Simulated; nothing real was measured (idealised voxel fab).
Process module name: voxel capacitor over wiring
Displayed cross-section: cut, width of 185 nm, square cells sized 5 nm.
Notation: cross-section as square-cell grid; stated in bands, top first, going down; one or more cell rows per band.
Band entry format. Leading values: height of top, height of bottom, nm. Remainder: materials in left-to-right order, each with its width in nm. Special words: "all across" on a single material, which then fills the band edge to edge; "air", empty space.
Zero point of the height axis is 0; under it, received wafer = one material. Lowest band: continues down indefinitely, "from 0 down".
Width spec "30 to 40" -> top row of cells at first value, bottom row at second value, equal per-row change in between.
When a step is marked "left unchanged", none of the cells in the cross-section changed during that step.
Under "Cavities, closed" you'll find the enclosed gaps, the ones with no way out to the top, that are 8 cells or bigger; each reads width x height at distance, with distance counted from the left edge, everything in nm.
Heads up: the bit after the settings on a step's line is the simulator's remark on that step.
Each step line may optionally specify "overlay nm", which for a step with a mask gives the rightward distance between the mask's planned place and where it lay, a negative value indicating the leftward direction.
[plan]
step 1: RECEIVE,material Si
step 2: CONFORMAL_DEP,material SiO2,thk nm 10
step 3: DIRECTIONAL_DEP,material TiN,thk nm 5
step 4: DIRECTIONAL_DEP,material Ru,thk nm 15
step 5: PATTERN,tone cover,mask id METAL_1,material resist,width nm 20,pitch nm 80,thk nm 15,overlay nm 0
step 6: DIRECTIONAL_ETCH,etch materials Ru,depth nm 15
step 7: DIRECTIONAL_ETCH,etch materials TiN,depth nm 5
step 8: STRIP,etch materials resist
step 9: FILL_DEP,material lowk,thk nm 10
step 10: CMP,height nm 30
step 11: CONFORMAL_DEP,material SiCN,thk nm 5
step 12: DIRECTIONAL_DEP,material SiO2,thk nm 10
step 13: DIRECTIONAL_DEP,material aC,thk nm 10
step 14: PATTERN,tone open,mask id PLUG_1,material resist,width nm 15,thk nm 30,overlay nm 0
step 15: DIRECTIONAL_ETCH,etch materials aC,depth nm 10
step 16: STRIP,etch materials resist
step 17: DIRECTIONAL_ETCH,etch materials SiO2,depth nm 10
step 18: DIRECTIONAL_ETCH,etch materials SiCN,depth nm 5
step 19: STRIP,etch materials aC
step 20: EPI,material Ru,thk nm 10
step 21: EPI,material Ru,thk nm 5
step 22: DIRECTIONAL_DEP,material TiN,thk nm 5
step 23: DIRECTIONAL_DEP,material SiN,thk nm 5
step 24: DIRECTIONAL_DEP,material TiN,thk nm 10
step 25: DIRECTIONAL_DEP,material aC,thk nm 15
step 26: PATTERN,tone cover,mask id UPPER_PLATE,material resist,width nm 65,thk nm 30,overlay nm 0
step 27: DIRECTIONAL_ETCH,etch materials aC,depth nm 15
step 28: STRIP,etch materials resist
step 29: DIRECTIONAL_ETCH,etch materials TiN,depth nm 10
step 30: DIRECTIONAL_ETCH,etch materials SiN,depth nm 5
step 31: STRIP,etch materials aC
step 32: PATTERN,tone cover,mask id LOWER_PLATE,material resist,width nm 75,thk nm 15,overlay nm -15
step 33: DIRECTIONAL_ETCH,etch materials TiN,depth nm 5
step 34: STRIP,etch materials resist
step 35: FILL_DEP,material SiO2,thk nm 20
step 36: CMP,height nm 80
step 37: PATTERN,tone open,mask id PLUG_2,material resist,width nm 15,thk nm 15,overlay nm 0
step 38: DIRECTIONAL_ETCH,etch materials SiO2,depth nm 15
step 39: STRIP,etch materials resist
step 40: CONFORMAL_DEP,material TiN,thk nm 5
step 41: FILL_DEP,material W,thk nm 5
step 42: CMP,height nm 80
step 43: CONFORMAL_DEP,material SiN,thk nm 5
Don't read the plan's overlay nm for step 32 as applying to every wafer: that's the first wafer's value, and the wafers differ in it, though they all start identical.
[Incoming state of the first of several wafers in cross-section: after step 1]
* from 0 down: Si all across
* Cavities, closed: none
[Module finished, last step 43 done: cross-section of the first of several wafers]
* from 85 to 80: SiN all across
* from 80 to 70: SiO2 55 nm / TiN 5 nm / W 5 nm / TiN 5 nm / SiO2 115 nm
* from 70 to 60: SiO2 55 to 45 nm / TiN 15 to 55 nm / SiO2 115 to 85 nm
* from 60 to 55: SiO2 45 nm / TiN 65 nm / SiO2 75 nm
* from 55 to 50: SiO2 45 nm / SiN 65 nm / SiO2 75 nm
* from 50 to 45: SiO2 25 nm / TiN 85 nm / SiO2 75 nm
* from 45 to 35: SiO2 45 nm / Ru 15 nm / SiO2 125 nm
* from 35 to 30: SiCN 45 nm / Ru 15 nm / SiCN 125 nm
* from 30 to 15: lowk 40 nm / Ru 20 nm / lowk 60 nm / Ru 20 nm / lowk 45 nm
* from 15 to 10: lowk 40 nm / TiN 20 nm / lowk 60 nm / TiN 20 nm / lowk 45 nm
* from 10 to 0: SiO2 all across
* from 0 down: Si all across
* Cavities, closed: none
[Cross-sectional view, end of module, last wafer of several]
* from 85 to 80: SiN all across
* from 80 to 70: SiO2 55 nm / TiN 5 nm / W 5 nm / TiN 5 nm / SiO2 115 nm
* from 70 to 60: SiO2 55 nm / TiN 15 to 55 nm / SiO2 115 to 75 nm
* from 60 to 55: SiO2 45 nm / TiN 65 nm / SiO2 75 nm
* from 55 to 50: SiO2 45 nm / SiN 65 nm / SiO2 75 nm
* from 50 to 45: SiO2 45 nm / TiN 85 nm / SiO2 55 nm
* from 45 to 35: SiO2 45 nm / Ru 15 nm / SiO2 125 nm
* from 35 to 30: SiCN 45 nm / Ru 15 nm / SiCN 125 nm
* from 30 to 15: lowk 40 nm / Ru 20 nm / lowk 60 nm / Ru 20 nm / lowk 45 nm
* from 15 to 10: lowk 40 nm / TiN 20 nm / lowk 60 nm / TiN 20 nm / lowk 45 nm
* from 10 to 0: SiO2 all across
* from 0 down: Si all across
* Cavities, closed: none
[Below: a row per wafer. Contents at end of module: for every material, cells gained since receipt (+) or lost since receipt (-); then closed voids]
overlay nm -15, +33 Ru, +34 SiCN, +50 SiN, +338 SiO2, +56 TiN, +2 W, +116 lowk, Cavities, closed: none
overlay nm -10, +33 Ru, +34 SiCN, +50 SiN, +338 SiO2, +56 TiN, +2 W, +116 lowk, Cavities, closed: none
overlay nm -5, +33 Ru, +34 SiCN, +50 SiN, +338 SiO2, +56 TiN, +2 W, +116 lowk, Cavities, closed: none
overlay nm 0, +33 Ru, +34 SiCN, +50 SiN, +338 SiO2, +56 TiN, +2 W, +116 lowk, Cavities, closed: none
overlay nm 5, +33 Ru, +34 SiCN, +50 SiN, +338 SiO2, +56 TiN, +2 W, +116 lowk, Cavities, closed: none
overlay nm 10, +33 Ru, +34 SiCN, +50 SiN, +338 SiO2, +56 TiN, +2 W, +116 lowk, Cavities, closed: none
overlay nm 15, +33 Ru, +34 SiCN, +50 SiN, +338 SiO2, +56 TiN, +2 W, +116 lowk, Cavities, closed: none
